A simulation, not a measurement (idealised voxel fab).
process module | voxel transistor to metal
cross-section cut | 185 nm wide | cells 5 nm
A cross-section is a grid of square cells, given in bands from the top down. A band is one or more rows of cells.
Each band's line starts with the height of the band's top and of its bottom, in nm. Then come its materials from left to right, each with its width in nm. One material with "throughout" fills the band from edge to edge. "air" is empty space.
Height 0 is the level under which the wafer as received is all one material. The lowest band goes on downwards, as in "0 down".
A width such as "30 to 40" changes by the same amount from each row of cells to the next, from the band's top row to its bottom row.
"no change" after a step means that no cell of the cross-section changed.
closed voids: empty space of 8 cells or more with no open way to the top, each as width x height at its distance from the left edge, in nm
after a step's settings: what the simulator itself notes on the step
overlay nm, on a step with a mask: how far to the right of its planned place the mask lay; to the left if negative
plan
1 op RECEIVE | material Si
2 op CONFORMAL_DEP | material SiO2 | thk nm 5
3 op CONFORMAL_DEP | material SiN | thk nm 10
4 op MASKED_ETCH | tone cover | mask id ACTIVE | width nm 95 | etch materials SiN | depth nm 10 | overlay nm 0
5 op MASKED_ETCH | tone cover | mask id ACTIVE | width nm 95 | etch materials SiO2 | depth nm 5 | overlay nm 0
6 op MASKED_ETCH | tone cover | mask id ACTIVE | width nm 95 | etch materials Si | depth nm 30 | overlay nm 0
7 op FILL_DEP | material SiO2 | thk nm 10
8 op CMP | height nm 15
9 op SELECTIVE_ETCH | etch materials SiO2 | depth nm 5
10 op STRIP | etch materials SiN
11 op SELECTIVE_ETCH | etch materials SiO2 | depth nm 5
12 op OXIDIZE | depth nm 5
13 op DIRECTIONAL_DEP | material polySi | thk nm 30
14 op DIRECTIONAL_DEP | material SiCN | thk nm 10
15 op MASKED_ETCH | tone cover | mask id GATE | width nm 15 | etch materials SiCN | depth nm 20 | overlay nm 0
16 op MASKED_ETCH | tone cover | mask id GATE | width nm 15 | etch materials polySi | depth nm 40 | overlay nm 0
17 op CONFORMAL_DEP | material SiN | thk nm 10
18 op DIRECTIONAL_ETCH | etch materials SiN | depth nm 10
19 op DIRECTIONAL_ETCH | etch materials SiO2 | depth nm 5
20 op DIRECTIONAL_ETCH | etch materials Si | depth nm 10
21 op EPI | material nSi | thk nm 10
22 op FILL_DEP | material SiO2 | thk nm 10
23 op CMP | height nm 40
24 op DIRECTIONAL_DEP | material SiO2 | thk nm 10
25 op PATTERN | tone open | mask id CONTACT | material resist | width nm 30 | pitch nm 55 | thk nm 20 | overlay nm 0
26 op DIRECTIONAL_ETCH | etch materials SiO2 | depth nm 55
27 op STRIP | etch materials resist
28 op CONFORMAL_DEP | material TiN | thk nm 5
29 op FILL_DEP | material Ru | thk nm 5
30 op CMP | height nm 50
31 op DIRECTIONAL_DEP | material TiN | thk nm 5
32 op DIRECTIONAL_DEP | material W | thk nm 15
33 op PATTERN | tone cover | mask id METAL_1 | material resist | width nm 20 | pitch nm 65 | thk nm 20 | overlay nm 0
34 op DIRECTIONAL_ETCH | etch materials W | depth nm 15
35 op DIRECTIONAL_ETCH | etch materials TiN | depth nm 5
36 op STRIP | etch materials resist
37 op CONFORMAL_DEP | material SiCN | thk nm 5
38 op FILL_DEP | material SiO2 | thk nm 5
39 op CMP | height nm 70
40 op CONFORMAL_DEP | material SiN | thk nm 5
as received, after step 1
  0 down: Si throughout
  closed voids: none
first wafer at the end, as planned
  75 to 70: SiN throughout
  70 to 55: SiO2 45 | SiCN 5 | W 20 | SiCN 5 | SiO2 35 | SiCN 5 | W 20 | SiCN 5 | SiO2 45
  55 to 50: SiCN 50 | TiN 20 | SiCN 45 | TiN 20 | SiCN 50
  50 to 40: SiO2 50 | TiN 5 | Ru 20 to 15 | TiN 5 to 10 | SiO2 25 | TiN 5 to 10 | Ru 20 to 15 | TiN 5 | SiO2 50
  40 to 30: SiO2 50 | TiN 5 | Ru 15 | TiN 5 | SiN 10 | SiCN 15 | SiN 10 | TiN 5 | Ru 15 | TiN 5 | SiO2 50
  30 to 10: SiO2 50 | TiN 5 | Ru 15 | TiN 5 | SiN 10 | polySi 15 | SiN 10 | TiN 5 | Ru 15 | TiN 5 | SiO2 50
  10 to 5: SiO2 50 | TiN 25 | SiN 10 | polySi 15 | SiN 10 | TiN 25 | SiO2 50
  5 to 0: SiO2 40 | SiN 10 | nSi 10 | TiN 5 | nSi 10 | SiN 10 | polySi 15 | SiN 10 | nSi 10 | TiN 5 | nSi 10 | SiN 10 | SiO2 40
  0 to -5: SiO2 50 | nSi 10 | TiN 5 | nSi 10 | SiO2 35 | nSi 10 | TiN 5 | nSi 10 | SiO2 50
  -5 to -15: SiO2 45 | Si 5 | nSi 25 | Si 35 | nSi 25 | Si 5 | SiO2 45
  -15 to -30: SiO2 45 | Si 95 | SiO2 45
  -30 down: Si throughout
  closed voids: none
second wafer at the end: like start, like plan, one mistake
  75 to 70: SiN throughout
  70 to 55: SiO2 45 | SiCN 5 | W 20 | SiCN 5 | SiO2 35 | SiCN 5 | W 20 | SiCN 5 | SiO2 45
  55 to 50: SiCN 50 | TiN 20 | SiCN 45 | TiN 20 | SiCN 50
  50 to 45: Ru 45 | TiN 5 | SiO2 30 | TiN 5 | Ru 15 | TiN 5 | SiO2 30 | TiN 5 | Ru 45
  45 to 40: Ru 45 | TiN 5 | SiO2 30 | TiN 25 | SiO2 30 | TiN 5 | Ru 45
  40 to 30: Ru 45 | TiN 5 | SiO2 25 | SiN 10 | SiCN 15 | SiN 10 | SiO2 25 | TiN 5 | Ru 45
  30 to 10: Ru 45 | TiN 5 | SiO2 25 | SiN 10 | polySi 15 | SiN 10 | SiO2 25 | TiN 5 | Ru 45
  10 to 5: Ru 35 | TiN 15 | SiO2 25 | SiN 10 | polySi 15 | SiN 10 | SiO2 25 | TiN 15 | Ru 35
  5 to 0: Ru 35 | TiN 5 | SiN 10 | nSi 10 | SiO2 5 | nSi 10 | SiN 10 | polySi 15 | SiN 10 | nSi 10 | SiO2 5 | nSi 10 | SiN 10 | TiN 5 | Ru 35
  0 to -5: TiN 40 | SiO2 10 | nSi 10 | SiO2 5 | nSi 10 | SiO2 35 | nSi 10 | SiO2 5 | nSi 10 | SiO2 10 | TiN 40
  -5 to -15: SiO2 45 | Si 5 | nSi 25 | Si 35 | nSi 25 | Si 5 | SiO2 45
  -15 to -30: SiO2 45 | Si 95 | SiO2 45
  -30 down: Si throughout
  closed voids: none
what went wrong: step 25 ran as: op PATTERN | tone cover | mask id CONTACT | material resist | width nm 30 | pitch nm 55 | thk nm 20 | overlay nm 0
at the end the second wafer has, in cells: 125 more of Ru | 124 fewer of SiO2 | 1 fewer of TiN
